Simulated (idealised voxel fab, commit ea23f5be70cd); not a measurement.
The following is a process module called voxel transistor to metal.
This is section cut - it's 165 nm across, gridded in 5 nm square cells.
Cross-section layout: square cells on a grid; listed as bands, top to bottom; a band spans one or more cell rows.
Band entry format. Leading values: height of top, height of bottom, nm. Remainder: materials in left-to-right order, each with its width in nm. Special words: "throughout" on a single material, which then fills the band edge to edge; "empty", empty space.
Height is counted from the level 0, under which the received wafer is composed throughout of one material. The lowest of the bands is not closed at the bottom but continues downward, in the notation "0 and below".
Width spec "30 to 40" -> top row of cells at first value, bottom row at second value, equal per-row change in between.
"no modification" after a step means that no cell of the cross-section changed.
In "Enclosed empty spaces" the enclosed voids are listed, meaning empty spaces of 8 cells or larger without any opening to the top. The form is width x height at distance, distance from the left edge, units nm.
Anything after a step's settings on that line? It's the simulator's own note about the step.
overlay nm: mask right of planned place by this much (step with mask). Neg. = left.
Before/after cross-section pairs, one process step each; after shown to lowest changed band; step and settings beneath. Pairs may be from different runs of this module on the same starting wafer; a pair continues from the one above only where its "Before the process" entry says so.
**Before the process**
    85 down to 80 | SiCN throughout
    80 down to 55 | 40 nm SiO2  5 nm TiN  10 nm Cu  5 nm TiN  45 nm SiO2  5 nm TiN  10 nm Cu  5 nm TiN  40 nm SiO2
    55 down to 50 | 40 nm SiCN  20 nm TiN  45 nm SiCN  20 nm TiN  40 nm SiCN
    50 down to 40 | 40 nm SiO2  5 nm TiN  20 nm W  5 nm TiN  25 nm SiO2  5 nm TiN  20 nm W  5 nm TiN  40 nm SiO2
    40 down to 35 | 40 nm SiO2  5 nm TiN  15 nm W  10 nm TiN  25 nm SiO2  10 nm TiN  15 nm W  5 nm TiN  40 nm SiO2
    35 down to 25 | 40 nm SiO2  5 nm TiN  15 nm W  5 nm TiN  10 nm SiN  15 nm SiCN  10 nm SiN  5 nm TiN  15 nm W  5 nm TiN  40 nm SiO2
    25 down to 20 | 40 nm SiO2  5 nm TiN  15 nm W  5 nm TiN  10 nm SiN  15 nm polySi  10 nm SiN  5 nm TiN  15 nm W  5 nm TiN  40 nm SiO2
    20 down to 15 | 40 nm SiO2  25 nm TiN  10 nm SiN  15 nm polySi  10 nm SiN  25 nm TiN  40 nm SiO2
    15 down to 5 | 30 nm SiO2  35 nm pSi  10 nm SiN  15 nm polySi  10 nm SiN  35 nm pSi  30 nm SiO2
    5 down to 0 | 30 nm SiO2  10 nm SiN  25 nm pSi  10 nm SiN  15 nm polySi  10 nm SiN  25 nm pSi  10 nm SiN  30 nm SiO2
    0 down to -5 | 40 nm SiO2  25 nm pSi  35 nm SiO2  25 nm pSi  40 nm SiO2
    -5 down to -20 | 35 nm SiO2  5 nm Si  25 nm pSi  35 nm Si  25 nm pSi  5 nm Si  35 nm SiO2
    -20 down to -70 | 35 nm SiO2  95 nm Si  35 nm SiO2
    -70 and below | Si throughout
    Enclosed empty spaces: none
**As Processed**
    115 down to 85 | SiO2 throughout
    Anything lower than 85 is untouched.
    Enclosed empty spaces: none
Process step (between the before and after cross-sections above): DIRECTIONAL_DEP, material SiO2, thk nm 30
Before the process: starting point is the after cross-section of the pair just above.
**As Processed**
    130 down to 115 | aC throughout
    Anything lower than 115 is untouched.
    Enclosed empty spaces: none
Process step (between the before and after cross-sections above): DIRECTIONAL_DEP, material aC, thk nm 15
Before the process: starting point is the after cross-section of the pair just above.
**As Processed**
    165 down to 130 | 40 nm resist  20 nm empty  45 nm resist  20 nm empty  40 nm resist
    Anything lower than 130 is untouched.
    Enclosed empty spaces: none
Process step (between the before and after cross-sections above): PATTERN, tone open, mask id METAL_2, material resist, width nm 20, pitch nm 65, thk nm 35, overlay nm 0
Before the process: starting point is the after cross-section of the pair just above.
**As Processed**
    150 down to 130 | 40 nm resist  20 nm empty  45 nm resist  20 nm empty  40 nm resist
    130 down to 115 | 40 nm aC  20 nm empty  45 nm aC  20 nm empty  40 nm aC
    Anything lower than 115 is untouched.
    Enclosed empty spaces: none
Process step (between the before and after cross-sections above): DIRECTIONAL_ETCH, etch materials aC, depth nm 15
Before the process: starting point is the after cross-section of the pair just above.
**As Processed**
    130 down to 115 | 40 nm aC  20 nm empty  45 nm aC  20 nm empty  40 nm aC
    Anything lower than 115 is untouched.
    Enclosed empty spaces: none
Process step (between the before and after cross-sections above): STRIP, etch materials resist
Before the process: starting point is the after cross-section of the pair just above.
**As Processed**
    130 down to 115 | 40 nm aC  20 nm empty  45 nm aC  20 nm empty  40 nm aC
    115 down to 100 | 40 nm SiO2  20 nm empty  45 nm SiO2  20 nm empty  40 nm SiO2
    Anything lower than 100 is untouched.
    Enclosed empty spaces: none
Process step (between the before and after cross-sections above): DIRECTIONAL_ETCH, etch materials SiO2, depth nm 15
Before the process: starting point is the after cross-section of the pair just above.
**As Processed**
    115 down to 100 | 40 nm SiO2  20 nm empty  45 nm SiO2  20 nm empty  40 nm SiO2
    Anything lower than 100 is untouched.
    Enclosed empty spaces: none
Process step (between the before and after cross-sections above): STRIP, etch materials aC
Before the process: starting point is the after cross-section of the pair just above.
**As Processed**
    115 down to 100 | 40 nm SiO2  20 nm empty  45 nm SiO2  20 nm empty  40 nm SiO2
    100 down to 85 | 40 nm SiO2  15 nm empty  50 nm SiO2  15 nm empty  45 nm SiO2
    Anything lower than 85 is untouched.
    Enclosed empty spaces: none
Process step (between the before and after cross-sections above): MASKED_ETCH, tone open, mask id METAL_2_HOLES, width nm 15, pitch nm 65, etch materials SiO2, depth nm 15, overlay nm 0
Before the process: starting point is the after cross-section of the pair just above.
**As Processed**
    115 down to 100 | 40 nm SiO2  20 nm empty  45 nm SiO2  20 nm empty  40 nm SiO2
    100 down to 85 | 40 nm SiO2  15 nm empty  50 nm SiO2  15 nm empty  45 nm SiO2
    85 down to 80 | 40 nm SiCN  15 nm empty  50 nm SiCN  15 nm empty  45 nm SiCN
    Anything lower than 80 is untouched.
    Enclosed empty spaces: none
Process step (between the before and after cross-sections above): MASKED_ETCH, tone open, mask id METAL_2_HOLES, width nm 15, pitch nm 65, etch materials SiCN, depth nm 5, overlay nm 0
Before the process: starting point is the after cross-section of the pair just above.
**As Processed**
    120 down to 115 | 45 nm TiN  10 nm empty  55 nm TiN  10 nm empty  45 nm TiN
    115 down to 105 | 40 nm SiO2  5 nm TiN  10 nm empty  5 nm TiN  45 nm SiO2  5 nm TiN  10 nm empty  5 nm TiN  40 nm SiO2
    105 down to 100 | 40 nm SiO2  5 nm TiN  5 nm empty  10 nm TiN  45 nm SiO2  5 nm TiN  5 nm empty  10 nm TiN  40 nm SiO2
    100 down to 85 | 40 nm SiO2  5 nm TiN  5 nm empty  5 nm TiN  50 nm SiO2  5 nm TiN  5 nm empty  5 nm TiN  45 nm SiO2
    85 down to 80 | 40 nm SiCN  15 nm TiN  50 nm SiCN  15 nm TiN  45 nm SiCN
    Anything lower than 80 is untouched.
    Enclosed empty spaces: none
Process step (between the before and after cross-sections above): CONFORMAL_DEP, material TiN, thk nm 5
Before the process: starting point is the after cross-section of the pair just above.
**As Processed**
    125 down to 120 | Cu throughout
    120 down to 115 | 45 nm TiN  10 nm Cu  55 nm TiN  10 nm Cu  45 nm TiN
    115 down to 105 | 40 nm SiO2  5 nm TiN  10 nm Cu  5 nm TiN  45 nm SiO2  5 nm TiN  10 nm Cu  5 nm TiN  40 nm SiO2
    105 down to 100 | 40 nm SiO2  5 nm TiN  5 nm Cu  10 nm TiN  45 nm SiO2  5 nm TiN  5 nm Cu  10 nm TiN  40 nm SiO2
    100 down to 85 | 40 nm SiO2  5 nm TiN  5 nm Cu  5 nm TiN  50 nm SiO2  5 nm TiN  5 nm Cu  5 nm TiN  45 nm SiO2
    Anything lower than 85 is untouched.
    Enclosed empty spaces: none
Process step (between the before and after cross-sections above): FILL_DEP, material Cu, thk nm 5
Before the process: starting point is the after cross-section of the pair just above.
**As Processed**
    115 down to 105 | 40 nm SiO2  5 nm TiN  10 nm Cu  5 nm TiN  45 nm SiO2  5 nm TiN  10 nm Cu  5 nm TiN  40 nm SiO2
    Anything lower than 105 is untouched.
    Enclosed empty spaces: none
Process step (between the before and after cross-sections above): CMP, height nm 115
Before the process: starting point is the after cross-section of the pair just above.
**As Processed**
    120 down to 115 | SiN throughout
    Anything lower than 115 is untouched.
    Enclosed empty spaces: none
Process step (between the before and after cross-sections above): CONFORMAL_DEP, material SiN, thk nm 5
**Before the process**
    50 down to 40 | 40 nm SiO2  5 nm TiN  20 nm W  5 nm TiN  25 nm SiO2  5 nm TiN  20 nm W  5 nm TiN  40 nm SiO2
    40 down to 35 | 40 nm SiO2  5 nm TiN  15 nm W  10 nm TiN  25 nm SiO2  10 nm TiN  15 nm W  5 nm TiN  40 nm SiO2
    35 down to 25 | 40 nm SiO2  5 nm TiN  15 nm W  5 nm TiN  10 nm SiN  15 nm SiCN  10 nm SiN  5 nm TiN  15 nm W  5 nm TiN  40 nm SiO2
    25 down to 20 | 40 nm SiO2  5 nm TiN  15 nm W  5 nm TiN  10 nm SiN  15 nm polySi  10 nm SiN  5 nm TiN  15 nm W  5 nm TiN  40 nm SiO2
    20 down to 15 | 40 nm SiO2  25 nm TiN  10 nm SiN  15 nm polySi  10 nm SiN  25 nm TiN  40 nm SiO2
    15 down to 5 | 30 nm SiO2  35 nm pSi  10 nm SiN  15 nm polySi  10 nm SiN  35 nm pSi  30 nm SiO2
    5 down to 0 | 30 nm SiO2  10 nm SiN  25 nm pSi  10 nm SiN  15 nm polySi  10 nm SiN  25 nm pSi  10 nm SiN  30 nm SiO2
    0 down to -5 | 40 nm SiO2  25 nm pSi  35 nm SiO2  25 nm pSi  40 nm SiO2
    -5 down to -20 | 35 nm SiO2  5 nm Si  25 nm pSi  35 nm Si  25 nm pSi  5 nm Si  35 nm SiO2
    -20 down to -35 | 35 nm SiO2  95 nm Si  35 nm SiO2
    -35 and below | Si throughout
    Enclosed empty spaces: none
**As Processed**
    75 down to 50 | SiO2 throughout
    Anything lower than 50 is untouched.
    Enclosed empty spaces: none
Process step (between the before and after cross-sections above): DIRECTIONAL_DEP, material SiO2, thk nm 25
Before the process: starting point is the after cross-section of the pair just above.
**As Processed**
    80 down to 75 | SiCN throughout
    Anything lower than 75 is untouched.
    Enclosed empty spaces: none
Process step (between the before and after cross-sections above): CONFORMAL_DEP, material SiCN, thk nm 5
Before the process: starting point is the after cross-section of the pair just above.
**As Processed**
    90 down to 80 | aC throughout
    Anything lower than 80 is untouched.
    Enclosed empty spaces: none
Process step (between the before and after cross-sections above): DIRECTIONAL_DEP, material aC, thk nm 10
Before the process: starting point is the after cross-section of the pair just above.
**As Processed**
    115 down to 90 | 40 nm resist  20 nm empty  45 nm resist  20 nm empty  40 nm resist
    Anything lower than 90 is untouched.
    Enclosed empty spaces: none
Process step (between the before and after cross-sections above): PATTERN, tone open, mask id METAL_1, material resist, width nm 20, pitch nm 65, thk nm 25, overlay nm 0
Before the process: starting point is the after cross-section of the pair just above.
**As Processed**
    105 down to 90 | 40 nm resist  20 nm empty  45 nm resist  20 nm empty  40 nm resist
    90 down to 80 | 40 nm aC  20 nm empty  45 nm aC  20 nm empty  40 nm aC
    Anything lower than 80 is untouched.
    Enclosed empty spaces: none
Process step (between the before and after cross-sections above): DIRECTIONAL_ETCH, etch materials aC, depth nm 10
Before the process: starting point is the after cross-section of the pair just above.
**As Processed**
    90 down to 80 | 40 nm aC  20 nm empty  45 nm aC  20 nm empty  40 nm aC
    Anything lower than 80 is untouched.
    Enclosed empty spaces: none
Process step (between the before and after cross-sections above): STRIP, etch materials resist
Before the process: starting point is the after cross-section of the pair just above.
**As Processed**
    90 down to 80 | 40 nm aC  20 nm empty  45 nm aC  20 nm empty  40 nm aC
    80 down to 75 | 40 nm SiCN  20 nm empty  45 nm SiCN  20 nm empty  40 nm SiCN
    Anything lower than 75 is untouched.
    Enclosed empty spaces: none
Process step (between the before and after cross-sections above): DIRECTIONAL_ETCH, etch materials SiCN, depth nm 5
Before the process: starting point is the after cross-section of the pair just above.
**As Processed**
    80 down to 75 | 40 nm SiCN  20 nm empty  45 nm SiCN  20 nm empty  40 nm SiCN
    Anything lower than 75 is untouched.
    Enclosed empty spaces: none
Process step (between the before and after cross-sections above): STRIP, etch materials aC
Before the process: starting point is the after cross-section of the pair just above.
**As Processed**
    85 down to 80 | 45 nm TiN  10 nm empty  55 nm TiN  10 nm empty  45 nm TiN
    80 down to 75 | 40 nm SiCN  20 nm TiN  45 nm SiCN  20 nm TiN  40 nm SiCN
    Anything lower than 75 is untouched.
    Enclosed empty spaces: none
Process step (between the before and after cross-sections above): CONFORMAL_DEP, material TiN, thk nm 5
Before the process: starting point is the after cross-section of the pair just above.
**As Processed**
    90 down to 85 | Cu throughout
    85 down to 80 | 45 nm TiN  10 nm Cu  55 nm TiN  10 nm Cu  45 nm TiN
    Anything lower than 80 is untouched.
    Enclosed empty spaces: none
Process step (between the before and after cross-sections above): FILL_DEP, material Cu, thk nm 5
Before the process: starting point is the after cross-section of the pair just above.
**As Processed**
    80 down to 75 | 40 nm SiCN  20 nm TiN  45 nm SiCN  20 nm TiN  40 nm SiCN
    Anything lower than 75 is untouched.
    Enclosed empty spaces: none
Process step (between the before and after cross-sections above): CMP, height nm 80
Before the process: starting point is the after cross-section of the pair just above.
**As Processed**
    85 down to 80 | SiCN throughout
    Anything lower than 80 is untouched.
    Enclosed empty spaces: none
Process step (between the before and after cross-sections above): CONFORMAL_DEP, material SiCN, thk nm 5
Before the process: starting point is the after cross-section of the pair just above.
**As Processed**
    115 down to 85 | SiO2 throughout
    Anything lower than 85 is untouched.
    Enclosed empty spaces: none
Process step (between the before and after cross-sections above): DIRECTIONAL_DEP, material SiO2, thk nm 30
Before the process: starting point is the after cross-section of the pair just above.
**As Processed**
    130 down to 115 | aC throughout
    Anything lower than 115 is untouched.
    Enclosed empty spaces: none
Process step (between the before and after cross-sections above): DIRECTIONAL_DEP, material aC, thk nm 15
Before the process: starting point is the after cross-section of the pair just above.
**As Processed**
    165 down to 130 | 40 nm resist  20 nm empty  45 nm resist  20 nm empty  40 nm resist
    Anything lower than 130 is untouched.
    Enclosed empty spaces: none
Process step (between the before and after cross-sections above): PATTERN, tone open, mask id METAL_2, material resist, width nm 20, pitch nm 65, thk nm 35, overlay nm 0
Before the process: starting point is the after cross-section of the pair just above.
**As Processed**
    150 down to 130 | 40 nm resist  20 nm empty  45 nm resist  20 nm empty  40 nm resist
    130 down to 115 | 40 nm aC  20 nm empty  45 nm aC  20 nm empty  40 nm aC
    Anything lower than 115 is untouched.
    Enclosed empty spaces: none
Process step (between the before and after cross-sections above): DIRECTIONAL_ETCH, etch materials aC, depth nm 15
Before the process: starting point is the after cross-section of the pair just above.
**As Processed**
    130 down to 115 | 40 nm aC  20 nm empty  45 nm aC  20 nm empty  40 nm aC
    Anything lower than 115 is untouched.
    Enclosed empty spaces: none
Process step (between the before and after cross-sections above): STRIP, etch materials resist
Before the process: starting point is the after cross-section of the pair just above.
**As Processed**
    130 down to 115 | 40 nm aC  20 nm empty  45 nm aC  20 nm empty  40 nm aC
    115 down to 100 | 40 nm SiO2  20 nm empty  45 nm SiO2  20 nm empty  40 nm SiO2
    Anything lower than 100 is untouched.
    Enclosed empty spaces: none
Process step (between the before and after cross-sections above): DIRECTIONAL_ETCH, etch materials SiO2, depth nm 15
Before the process: starting point is the after cross-section of the pair just above.
**As Processed**
    115 down to 100 | 40 nm SiO2  20 nm empty  45 nm SiO2  20 nm empty  40 nm SiO2
    Anything lower than 100 is untouched.
    Enclosed empty spaces: none
Process step (between the before and after cross-sections above): STRIP, etch materials aC
Before the process: starting point is the after cross-section of the pair just above.
**As Processed**
    115 down to 100 | 40 nm SiO2  20 nm empty  45 nm SiO2  20 nm empty  40 nm SiO2
    100 down to 85 | 40 nm SiO2  15 nm empty  50 nm SiO2  15 nm empty  45 nm SiO2
    Anything lower than 85 is untouched.
    Enclosed empty spaces: none
Process step (between the before and after cross-sections above): MASKED_ETCH, tone open, mask id METAL_2_HOLES, width nm 15, pitch nm 65, etch materials SiO2, depth nm 15, overlay nm 0
Before the process: starting point is the after cross-section of the pair just above.
**As Processed**
    115 down to 100 | 40 nm SiO2  20 nm empty  45 nm SiO2  20 nm empty  40 nm SiO2
    100 down to 85 | 40 nm SiO2  15 nm empty  50 nm SiO2  15 nm empty  45 nm SiO2
    85 down to 80 | 40 nm SiCN  15 nm empty  50 nm SiCN  15 nm empty  45 nm SiCN
    Anything lower than 80 is untouched.
    Enclosed empty spaces: none
Process step (between the before and after cross-sections above): MASKED_ETCH, tone open, mask id METAL_2_HOLES, width nm 15, pitch nm 65, etch materials SiCN, depth nm 5, overlay nm 0
Before the process: starting point is the after cross-section of the pair just above.
**As Processed**
    120 down to 115 | 45 nm TiN  10 nm empty  55 nm TiN  10 nm empty  45 nm TiN
    115 down to 105 | 40 nm SiO2  5 nm TiN  10 nm empty  5 nm TiN  45 nm SiO2  5 nm TiN  10 nm empty  5 nm TiN  40 nm SiO2
    105 down to 100 | 40 nm SiO2  5 nm TiN  5 nm empty  10 nm TiN  45 nm SiO2  5 nm TiN  5 nm empty  10 nm TiN  40 nm SiO2
    100 down to 85 | 40 nm SiO2  5 nm TiN  5 nm empty  5 nm TiN  50 nm SiO2  5 nm TiN  5 nm empty  5 nm TiN  45 nm SiO2
    85 down to 75 | 40 nm SiCN  15 to 20 nm TiN  50 to 45 nm SiCN  15 to 20 nm TiN  45 to 40 nm SiCN
    Anything lower than 75 is untouched.
    Enclosed empty spaces: none
Process step (between the before and after cross-sections above): CONFORMAL_DEP, material TiN, thk nm 5
Before the process: starting point is the after cross-section of the pair just above.
**As Processed**
    125 down to 120 | Cu throughout
    120 down to 115 | 45 nm TiN  10 nm Cu  55 nm TiN  10 nm Cu  45 nm TiN
    115 down to 105 | 40 nm SiO2  5 nm TiN  10 nm Cu  5 nm TiN  45 nm SiO2  5 nm TiN  10 nm Cu  5 nm TiN  40 nm SiO2
    105 down to 100 | 40 nm SiO2  5 nm TiN  5 nm Cu  10 nm TiN  45 nm SiO2  5 nm TiN  5 nm Cu  10 nm TiN  40 nm SiO2
    100 down to 85 | 40 nm SiO2  5 nm TiN  5 nm Cu  5 nm TiN  50 nm SiO2  5 nm TiN  5 nm Cu  5 nm TiN  45 nm SiO2
    Anything lower than 85 is untouched.
    Enclosed empty spaces: none
Process step (between the before and after cross-sections above): FILL_DEP, material Cu, thk nm 5
Before the process: starting point is the after cross-section of the pair just above.
**As Processed**
    115 down to 105 | 40 nm SiO2  5 nm TiN  10 nm Cu  5 nm TiN  45 nm SiO2  5 nm TiN  10 nm Cu  5 nm TiN  40 nm SiO2
    Anything lower than 105 is untouched.
    Enclosed empty spaces: none
Process step (between the before and after cross-sections above): CMP, height nm 115
Before the process: starting point is the after cross-section of the pair just above.
**As Processed**
    120 down to 115 | SiN throughout
    Anything lower than 115 is untouched.
    Enclosed empty spaces: none
Process step (between the before and after cross-sections above): CONFORMAL_DEP, material SiN, thk nm 5
**Before the process**
    5 down to 0 | 30 nm SiO2  105 nm empty  30 nm SiO2
    0 down to -5 | SiO2 throughout
    -5 down to -35 | 35 nm SiO2  95 nm Si  35 nm SiO2
    -35 and below | Si throughout
    Enclosed empty spaces: none
**As Processed**
    25 down to 20 | 30 nm polySi  105 nm empty  30 nm polySi
    20 down to 5 | polySi throughout
    5 down to 0 | 30 nm SiO2  105 nm polySi  30 nm SiO2
    Anything lower than 0 is untouched.
    Enclosed empty spaces: none
Process step (between the before and after cross-sections above): DIRECTIONAL_DEP, material polySi, thk nm 20
Before the process: starting point is the after cross-section of the pair just above.
**As Processed**
    35 down to 30 | 30 nm SiCN  105 nm empty  30 nm SiCN
    30 down to 25 | SiCN throughout
    25 down to 20 | 30 nm polySi  105 nm SiCN  30 nm polySi
    Anything lower than 20 is untouched.
    Enclosed empty spaces: none
Process step (between the before and after cross-sections above): DIRECTIONAL_DEP, material SiCN, thk nm 10
Before the process: starting point is the after cross-section of the pair just above.
**As Processed**
    50 down to 45 | 30 nm aC  105 nm empty  30 nm aC
    45 down to 35 | aC throughout
    35 down to 30 | 30 nm SiCN  105 nm aC  30 nm SiCN
    Anything lower than 30 is untouched.
    Enclosed empty spaces: none
Process step (between the before and after cross-sections above): DIRECTIONAL_DEP, material aC, thk nm 15
Before the process: starting point is the after cross-section of the pair just above.
**As Processed**
    80 down to 50 | 75 nm empty  15 nm resist  75 nm empty
    50 down to 45 | 30 nm aC  45 nm empty  15 nm resist  45 nm empty  30 nm aC
    Anything lower than 45 is untouched.
    Enclosed empty spaces: none
Process step (between the before and after cross-sections above): PATTERN, tone cover, mask id GATE, material resist, width nm 15, thk nm 30, overlay nm 0
Before the process: starting point is the after cross-section of the pair just above.
**As Processed**
    65 down to 45 | 75 nm empty  15 nm resist  75 nm empty
    45 down to 35 | 75 nm empty  15 nm aC  75 nm empty
    35 down to 30 | 30 nm SiCN  45 nm empty  15 nm aC  45 nm empty  30 nm SiCN
    Anything lower than 30 is untouched.
    Enclosed empty spaces: none
Process step (between the before and after cross-sections above): DIRECTIONAL_ETCH, etch materials aC, depth nm 15
Before the process: starting point is the after cross-section of the pair just above.
**As Processed**
    45 down to 35 | 75 nm empty  15 nm aC  75 nm empty
    Anything lower than 35 is untouched.
    Enclosed empty spaces: none
Process step (between the before and after cross-sections above): STRIP, etch materials resist
Before the process: starting point is the after cross-section of the pair just above.
**As Processed**
    45 down to 30 | 75 nm empty  15 nm aC  75 nm empty
    30 down to 25 | 75 nm empty  15 nm SiCN  75 nm empty
    25 down to 20 | 30 nm polySi  45 nm empty  15 nm SiCN  45 nm empty  30 nm polySi
    Anything lower than 20 is untouched.
    Enclosed empty spaces: none
Process step (between the before and after cross-sections above): DIRECTIONAL_ETCH, etch materials SiCN, depth nm 20
Before the process: starting point is the after cross-section of the pair just above.
**As Processed**
    45 down to 30 | 75 nm empty  15 nm aC  75 nm empty
    30 down to 20 | 75 nm empty  15 nm SiCN  75 nm empty
    20 down to 5 | 75 nm empty  15 nm polySi  75 nm empty
    5 down to 0 | 30 nm SiO2  45 nm empty  15 nm polySi  45 nm empty  30 nm SiO2
    Anything lower than 0 is untouched.
    Enclosed empty spaces: none
Process step (between the before and after cross-sections above): DIRECTIONAL_ETCH, etch materials polySi, depth nm 35
Before the process: starting point is the after cross-section of the pair just above.
**As Processed**
    30 down to 20 | 75 nm empty  15 nm SiCN  75 nm empty
    Anything lower than 20 is untouched.
    Enclosed empty spaces: none
Process step (between the before and after cross-sections above): STRIP, etch materials aC
Before the process: starting point is the after cross-section of the pair just above.
**As Processed**
    40 down to 30 | 65 nm empty  35 nm SiN  65 nm empty
    30 down to 20 | 65 nm empty  10 nm SiN  15 nm SiCN  10 nm SiN  65 nm empty
    20 down to 15 | 65 nm empty  10 nm SiN  15 nm polySi  10 nm SiN  65 nm empty
    15 down to 10 | 40 nm SiN  25 nm empty  10 nm SiN  15 nm polySi  10 nm SiN  25 nm empty  40 nm SiN
    10 down to 5 | 75 nm SiN  15 nm polySi  75 nm SiN
    5 down to 0 | 30 nm SiO2  45 nm SiN  15 nm polySi  45 nm SiN  30 nm SiO2
    Anything lower than 0 is untouched.
    Enclosed empty spaces: none
Process step (between the before and after cross-sections above): CONFORMAL_DEP, material SiN, thk nm 10
Before the process: starting point is the after cross-section of the pair just above.
**As Processed**
    30 down to 20 | 65 nm empty  10 nm SiN  15 nm SiCN  10 nm SiN  65 nm empty
    20 down to 5 | 65 nm empty  10 nm SiN  15 nm polySi  10 nm SiN  65 nm empty
    5 down to 0 | 30 nm SiO2  10 nm SiN  25 nm empty  10 nm SiN  15 nm polySi  10 nm SiN  25 nm empty  10 nm SiN  30 nm SiO2
    Anything lower than 0 is untouched.
    Enclosed empty spaces: none
Process step (between the before and after cross-sections above): DIRECTIONAL_ETCH, etch materials SiN, depth nm 10
Before the process: starting point is the after cross-section of the pair just above.
**As Processed**
    30 down to 20 | 65 nm empty  10 nm SiN  15 nm SiCN  10 nm SiN  65 nm empty
    20 down to 5 | 65 nm empty  10 nm SiN  15 nm polySi  10 nm SiN  65 nm empty
    5 down to 0 | 30 nm empty  10 nm SiN  25 nm empty  10 nm SiN  15 nm polySi  10 nm SiN  25 nm empty  10 nm SiN  30 nm empty
    0 down to -5 | 40 nm SiO2  25 nm empty  35 nm SiO2  25 nm empty  40 nm SiO2
    Anything lower than -5 is untouched.
    Enclosed empty spaces: none
Process step (between the before and after cross-sections above): DIRECTIONAL_ETCH, etch materials SiO2, depth nm 5
Before the process: starting point is the after cross-section of the pair just above.
**As Processed**
    30 down to 20 | 65 nm empty  10 nm SiN  15 nm SiCN  10 nm SiN  65 nm empty
    20 down to 5 | 65 nm empty  10 nm SiN  15 nm polySi  10 nm SiN  65 nm empty
    5 down to 0 | 30 nm empty  10 nm SiN  25 nm empty  10 nm SiN  15 nm polySi  10 nm SiN  25 nm empty  10 nm SiN  30 nm empty
    0 down to -5 | 40 nm SiO2  25 nm empty  35 nm SiO2  25 nm empty  40 nm SiO2
    -5 down to -20 | 35 nm SiO2  5 nm Si  25 nm empty  35 nm Si  25 nm empty  5 nm Si  35 nm SiO2
    Anything lower than -20 is untouched.
    Enclosed empty spaces: none
Process step (between the before and after cross-sections above): DIRECTIONAL_ETCH, etch materials Si, depth nm 15
Before the process: starting point is the after cross-section of the pair just above.
**As Processed**
    30 down to 20 | 65 nm empty  10 nm SiN  15 nm SiCN  10 nm SiN  65 nm empty
    20 down to 15 | 65 nm empty  10 nm SiN  15 nm polySi  10 nm SiN  65 nm empty
    15 down to 5 | 30 nm empty  35 nm pSi  10 nm SiN  15 nm polySi  10 nm SiN  35 nm pSi  30 nm empty
    5 down to 0 | 30 nm empty  10 nm SiN  25 nm pSi  10 nm SiN  15 nm polySi  10 nm SiN  25 nm pSi  10 nm SiN  30 nm empty
    0 down to -5 | 40 nm SiO2  25 nm pSi  35 nm SiO2  25 nm pSi  40 nm SiO2
    -5 down to -20 | 35 nm SiO2  5 nm Si  25 nm pSi  35 nm Si  25 nm pSi  5 nm Si  35 nm SiO2
    Anything lower than -20 is untouched.
    Enclosed empty spaces: none
Process step (between the before and after cross-sections above): EPI, material pSi, thk nm 20
Before the process: starting point is the after cross-section of the pair just above.
**As Processed**
    35 down to 30 | SiO2 throughout
    30 down to 20 | 65 nm SiO2  10 nm SiN  15 nm SiCN  10 nm SiN  65 nm SiO2
    20 down to 15 | 65 nm SiO2  10 nm SiN  15 nm polySi  10 nm SiN  65 nm SiO2
    15 down to 5 | 30 nm SiO2  35 nm pSi  10 nm SiN  15 nm polySi  10 nm SiN  35 nm pSi  30 nm SiO2
    5 down to 0 | 30 nm SiO2  10 nm SiN  25 nm pSi  10 nm SiN  15 nm polySi  10 nm SiN  25 nm pSi  10 nm SiN  30 nm SiO2
    Anything lower than 0 is untouched.
    Enclosed empty spaces: none
Process step (between the before and after cross-sections above): FILL_DEP, material SiO2, thk nm 5
Before the process: starting point is the after cross-section of the pair just above.
**As Processed**
    50 down to 30 | SiO2 throughout
    Anything lower than 30 is untouched.
    Enclosed empty spaces: none
Process step (between the before and after cross-sections above): DIRECTIONAL_DEP, material SiO2, thk nm 15
Before the process: starting point is the after cross-section of the pair just above.
**As Processed**
    65 down to 50 | 40 nm resist  30 nm empty  25 nm resist  30 nm empty  40 nm resist
    Anything lower than 50 is untouched.
    Enclosed empty spaces: none
Process step (between the before and after cross-sections above): PATTERN, tone open, mask id CONTACT, material resist, width nm 30, pitch nm 55, thk nm 15, overlay nm 0
Before the process: starting point is the after cross-section of the pair just above.
**As Processed**
    65 down to 50 | 40 nm resist  30 nm empty  25 nm resist  30 nm empty  40 nm resist
    50 down to 30 | 40 nm SiO2  30 nm empty  25 nm SiO2  30 nm empty  40 nm SiO2
    30 down to 20 | 40 nm SiO2  25 nm empty  10 nm SiN  15 nm SiCN  10 nm SiN  25 nm empty  40 nm SiO2
    20 down to 15 | 40 nm SiO2  25 nm empty  10 nm SiN  15 nm polySi  10 nm SiN  25 nm empty  40 nm SiO2
    Anything lower than 15 is untouched.
    Enclosed empty spaces: none
Process step (between the before and after cross-sections above): DIRECTIONAL_ETCH, etch materials SiO2, depth nm 35
Before the process: starting point is the after cross-section of the pair just above.
**As Processed**
    50 down to 30 | 40 nm SiO2  30 nm empty  25 nm SiO2  30 nm empty  40 nm SiO2
    Anything lower than 30 is untouched.
    Enclosed empty spaces: none
Process step (between the before and after cross-sections above): STRIP, etch materials resist
Before the process: starting point is the after cross-section of the pair just above.
**As Processed**
    55 down to 50 | 45 nm TiN  20 nm empty  35 nm TiN  20 nm empty  45 nm TiN
    50 down to 35 | 40 nm SiO2  5 nm TiN  20 nm empty  5 nm TiN  25 nm SiO2  5 nm TiN  20 nm empty  5 nm TiN  40 nm SiO2
    35 down to 30 | 40 nm SiO2  5 nm TiN  15 nm empty  10 nm TiN  25 nm SiO2  10 nm TiN  15 nm empty  5 nm TiN  40 nm SiO2
    30 down to 20 | 40 nm SiO2  5 nm TiN  15 nm empty  5 nm TiN  10 nm SiN  15 nm SiCN  10 nm SiN  5 nm TiN  15 nm empty  5 nm TiN  40 nm SiO2
    20 down to 15 | 40 nm SiO2  25 nm TiN  10 nm SiN  15 nm polySi  10 nm SiN  25 nm TiN  40 nm SiO2
    Anything lower than 15 is untouched.
    Enclosed empty spaces: none
Process step (between the before and after cross-sections above): CONFORMAL_DEP, material TiN, thk nm 5
Before the process: starting point is the after cross-section of the pair just above.
**As Processed**
    65 down to 55 | W throughout
    55 down to 50 | 45 nm TiN  20 nm W  35 nm TiN  20 nm W  45 nm TiN
    50 down to 35 | 40 nm SiO2  5 nm TiN  20 nm W  5 nm TiN  25 nm SiO2  5 nm TiN  20 nm W  5 nm TiN  40 nm SiO2
    35 down to 30 | 40 nm SiO2  5 nm TiN  15 nm W  10 nm TiN  25 nm SiO2  10 nm TiN  15 nm W  5 nm TiN  40 nm SiO2
    30 down to 20 | 40 nm SiO2  5 nm TiN  15 nm W  5 nm TiN  10 nm SiN  15 nm SiCN  10 nm SiN  5 nm TiN  15 nm W  5 nm TiN  40 nm SiO2
    Anything lower than 20 is untouched.
    Enclosed empty spaces: none
Process step (between the before and after cross-sections above): FILL_DEP, material W, thk nm 10
